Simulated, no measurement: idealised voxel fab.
You're looking at the process module voxel ribs on slabs.
Pictured: cross-section cut, 155 nm wide, on a grid of 5 nm square cells.
When this document writes out a cross-section, it uses a grid of square cells and lists it as bands, beginning at the top and moving down, with a band standing for one or more rows of cells. Band entry format. Leading values: height of top, height of bottom, nm. Remainder: materials in left-to-right order, each with its width in nm. Special words: "throughout" on a single material, which then fills the band edge to edge; "empty", empty space. Beneath 0, the wafer as received is one material, and that level is where height counting begins. The lowest band goes on downward without a bottom; it is written like "0 nm and below". A width given as "30 to 40" starts at the first number in the band's top row and ends at the second number in its bottom row, shifting by an equal amount at every step from row to row. A step reported as "changes: none" is a step in which no cell of the cross-section changed. Empty spaces counting at least 8 cells and having no open way to the top are listed in "Completely enclosed voids". The notation width x height at distance is used for each, the distance being from the left edge and all three values in nm. If you see something after the settings on a step's line, that's the simulator's own remark about that step. overlay nm: mask right of planned place by this much (step with mask). Neg. = left.

Process steps - plan
1 RECEIVE, material Si
2 DIRECTIONAL_DEP, material SiO2, thk nm 20
3 DIRECTIONAL_DEP, material SiN, thk nm 15
4 DIRECTIONAL_DEP, material aC, thk nm 15
5 PATTERN, tone cover, mask id RIB, material resist, width nm 30, thk nm 35, overlay nm 0
6 DIRECTIONAL_ETCH, etch materials aC, depth nm 15
7 STRIP, etch materials resist
8 DIRECTIONAL_ETCH, etch materials SiN, depth nm 10
9 STRIP, etch materials aC
10 MASKED_ETCH, tone cover, mask id SLAB, width nm 90, etch materials SiN, depth nm 5, overlay nm 0
11 FILL_DEP, material SiO2, thk nm 15
12 CMP, height nm 45
13 DIRECTIONAL_DEP, material W, thk nm 5
14 MASKED_ETCH, tone cover, mask id HEATER, width nm 40, etch materials W, depth nm 5, overlay nm 0
15 CONFORMAL_DEP, material SiN, thk nm 10

Wafer cross-section on receipt, i.e. after step 1
    0 nm and below: Si throughout
    Completely enclosed voids: none

Here's the cross-section of the first of our two wafers at the end of the module - it ran as planned
    60 nm to 55 nm: 45 nm empty / 60 nm SiN / 50 nm empty
    55 nm to 50 nm: SiN throughout
    50 nm to 45 nm: 55 nm SiN / 40 nm W / 60 nm SiN
    45 nm to 35 nm: SiO2 throughout
    35 nm to 25 nm: 60 nm SiO2 / 30 nm SiN / 65 nm SiO2
    25 nm to 20 nm: 30 nm SiO2 / 90 nm SiN / 35 nm SiO2
    20 nm to 0 nm: SiO2 throughout
    0 nm and below: Si throughout
    Completely enclosed voids: none

Now the second wafer, cross-sectioned at the end of the module. Nothing different at the start, nothing different in the plan compared with the first, just one mistake when it was actually run
    60 nm to 55 nm: 45 nm empty / 60 nm SiN / 50 nm empty
    55 nm to 50 nm: SiN throughout
    50 nm to 45 nm: 55 nm SiN / 40 nm W / 60 nm SiN
    45 nm to 35 nm: 60 to 30 nm SiO2 / 30 to 90 nm SiN / 65 to 35 nm SiO2
    35 nm to 20 nm: SiN throughout
    20 nm to 0 nm: SiO2 throughout
    0 nm and below: Si throughout
    Completely enclosed voids: none
So what did we get wrong on this run? plan step 3 ran twice
Final difference in cells, second wafer against first, listed per material as more or fewer: SiN: 87 more, SiO2: 87 fewer
